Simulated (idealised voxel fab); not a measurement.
Herein follows the process module entitled voxel trench capacitor.
Pictured: cross-section cut, 185 nm wide, on a grid of 5 nm square cells.
Just so we're on the same page, the cross-sections are grids of square cells, and they're listed out in bands top to bottom, each band one or more rows deep. For a band, the entry starts with two heights in nm, that of the top and then that of the bottom, and carries on with the band's materials in order from left to right, each alongside its width in nm; the word "everywhere" beside a single material means it fills the band edge to edge, and "air" means empty space. Height datum 0, below which the as-received substrate wafer is one material. Lowest band open at the bottom, running downward: "0 -> down". Graded width ("30->40"): value in top row of band = first number; value in bottom row = second number; row-to-row change constant. The designation "remained unchanged", where it is given for a processing step, indicates that no cell of the cross-section was altered in the course of that step. "Closed empty spaces" enumerates empty spaces isolated from the top, with no open way to it, that contain at least 8 cells, giving each as width x height at distance from the left edge, all three in nm. On a step's line, text after the settings is the simulator commenting on that step. When a step includes a mask, the "overlay nm" setting on its line states how far to the right of its planned place that mask lay, and negative values state how far to the left.
## Intended process steps
| 1 | RECEIVE with material Si |
| 2 | CONFORMAL_DEP with material SiN, thk nm 10 |
| 3 | DIRECTIONAL_DEP with material aC, thk nm 15 |
| 4 | PATTERN with tone open, mask id TRENCH, material resist, width nm 25, pitch nm 50, thk nm 30, overlay nm 0 |
| 5 | DIRECTIONAL_ETCH with etch materials aC, depth nm 15 |
| 6 | STRIP with etch materials resist |
| 7 | DIRECTIONAL_ETCH with etch materials SiN, depth nm 10 |
| 8 | DIRECTIONAL_ETCH with etch materials Si, depth nm 35 |
| 9 | STRIP with etch materials aC |
| 10 | CONFORMAL_DEP with material Al2O3, thk nm 5 |
| 11 | CONFORMAL_DEP with material TiN, thk nm 5 |
| 12 | FILL_DEP with material W, thk nm 10 |
| 13 | CMP with height nm 10 |
## Cross-section of the wafer upon arrival, representing the state reached after step 1
	0 -> down = Si everywhere
	Closed empty spaces: none
## Looking at the first of two wafers in cross-section at end of module - ran to plan
	10 -> 0 = 55 SiN / 5 Al2O3 / 5 TiN / 5 W / 5 TiN / 5 Al2O3 / 25 SiN / 5 Al2O3 / 5 TiN / 5 W / 5 TiN / 5 Al2O3 / 55 SiN
	0 -> -25 = 55 Si / 5 Al2O3 / 5 TiN / 5 W / 5 TiN / 5 Al2O3 / 25 Si / 5 Al2O3 / 5 TiN / 5 W / 5 TiN / 5 Al2O3 / 55 Si
	-25 -> -30 = 55 Si / 5 Al2O3 / 15 TiN / 5 Al2O3 / 25 Si / 5 Al2O3 / 15 TiN / 5 Al2O3 / 55 Si
	-30 -> -35 = 55 Si / 25 Al2O3 / 25 Si / 25 Al2O3 / 55 Si
	-35 -> down = Si everywhere
	Closed empty spaces: none
## Cross-section, wafer two of two, end of module: same start and plan as wafer one, one error in execution
	10 -> 0 = 55 SiN / 10 TiN / 5 W / 10 TiN / 25 SiN / 10 TiN / 5 W / 10 TiN / 55 SiN
	0 -> -25 = 55 Si / 10 TiN / 5 W / 10 TiN / 25 Si / 10 TiN / 5 W / 10 TiN / 55 Si
	-25 -> -35 = 55 Si / 25 TiN / 25 Si / 25 TiN / 55 Si
	-35 -> down = Si everywhere
	Closed empty spaces: none
The plan and the run diverged here: step 10 was not run as planned; what actually ran was CONFORMAL_DEP with material TiN, thk nm 5
Heads up, by the end the second wafer has more or fewer cells of some materials compared to the first: Al2O3 -42; TiN +42
